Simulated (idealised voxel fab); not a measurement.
process module | voxel local oxidation
cross-section cut | 290 nm wide | cells 5 nm
A cross-section is a grid of square cells, given in bands from the top down. A band is one or more rows of cells.
Each band's line starts with the height of the band's top and of its bottom, in nm. Then come its materials from left to right, each with its width in nm. One material with "throughout" fills the band from edge to edge. "air" is empty space.
Height 0 is the level under which the wafer as received is all one material. The lowest band goes on downwards, as in "0 down".
A width such as "30 to 40" changes by the same amount from each row of cells to the next, from the band's top row to its bottom row.
"no change" after a step means that no cell of the cross-section changed.
closed voids: empty space of 8 cells or more with no open way to the top, each as width x height at its distance from the left edge, in nm
after a step's settings: what the simulator itself notes on the step
overlay nm, on a step with a mask: how far to the right of its planned place the mask lay; to the left if negative
plan
1 op RECEIVE | material Si
2 op OXIDIZE | depth nm 5
3 op CONFORMAL_DEP | material SiN | thk nm 15
4 op DIRECTIONAL_DEP | material aC | thk nm 15
5 op PATTERN | tone cover | mask id ACTIVE | material resist | width nm 110 | thk nm 35 | overlay nm 0
6 op DIRECTIONAL_ETCH | etch materials aC | depth nm 15
7 op STRIP | etch materials resist
8 op DIRECTIONAL_ETCH | etch materials SiN | depth nm 15
9 op STRIP | etch materials aC
10 op SELECTIVE_ETCH | etch materials SiO2 | depth nm 5
11 op OXIDIZE | depth nm 15
12 op STRIP | etch materials SiN
as received, after step 1
  0 down: Si throughout
  closed voids: none
first wafer at the end, as planned
  0 to -5: air 95 | SiO2 100 | air 95
  -5 to -20: SiO2 110 | Si 70 | SiO2 110
  -20 down: Si throughout
  closed voids: none
second wafer at the end: like start, like plan, one mistake
  0 to -5: air 90 | SiO2 110 | air 90
  -5 to -20: SiO2 105 | Si 80 | SiO2 105
  -20 down: Si throughout
  closed voids: none
what went wrong: step 5 ran as: op PATTERN | tone cover | mask id ACTIVE | material resist | width nm 120 | thk nm 35 | overlay nm 0
at the end the second wafer has, in cells: 6 more of Si | 4 fewer of SiO2
